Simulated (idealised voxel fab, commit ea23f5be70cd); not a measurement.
process module | voxel spacer lines
cross-section cut | 285 nm wide | cells 5 nm
A cross-section is a grid of square cells, given in bands from the top down. A band is one or more rows of cells.
Each band's line starts with the height of the band's top and of its bottom, in nm. Then come its materials from left to right, each with its width in nm. One material with "throughout" fills the band from edge to edge. "air" is empty space.
Height 0 is the level under which the wafer as received is all one material. The lowest band goes on downwards, as in "0 down".
A width such as "30 to 40" changes by the same amount from each row of cells to the next, from the band's top row to its bottom row.
"no change" after a step means that no cell of the cross-section changed.
closed voids: empty space of 8 cells or more with no open way to the top, each as width x height at its distance from the left edge, in nm
after a step's settings: what the simulator itself notes on the step
overlay nm, on a step with a mask: how far to the right of its planned place the mask lay; to the left if negative
plan
1 op RECEIVE | material Si
2 op CONFORMAL_DEP | material Al2O3 | thk nm 10
3 op DIRECTIONAL_DEP | material W | thk nm 10
4 op DIRECTIONAL_DEP | material polySi | thk nm 30
5 op PATTERN | tone cover | mask id MANDREL | material resist | width nm 20 | pitch nm 60 | thk nm 40 | overlay nm 0
6 op DIRECTIONAL_ETCH | etch materials polySi | depth nm 30
7 op STRIP | etch materials resist
8 op CONFORMAL_DEP | material SiO2 | thk nm 10
9 op DIRECTIONAL_ETCH | etch materials SiO2 | depth nm 10
10 op STRIP | etch materials polySi
11 op DIRECTIONAL_ETCH | etch materials W | depth nm 10
12 op STRIP | etch materials SiO2
as received, after step 1
  0 down: Si throughout
  closed voids: none
first wafer at the end, as planned
  20 to 10: air 90 | W 10 | air 20 | W 10 | air 20 | W 10 | air 20 | W 10 | air 95
  10 to 0: Al2O3 throughout
  0 down: Si throughout
  closed voids: none
second wafer at the end: like start, like plan, one mistake
  20 to 10: air 100 | W 20 | air 40 | W 20 | air 105
  10 to 0: Al2O3 throughout
  0 down: Si throughout
  closed voids: none
what went wrong: step 5 ran as: op PATTERN | tone open | mask id MANDREL | material resist | width nm 20 | pitch nm 60 | thk nm 40 | overlay nm 0
at the end the second wafer has, in cells: as many of each material as the first, in other places
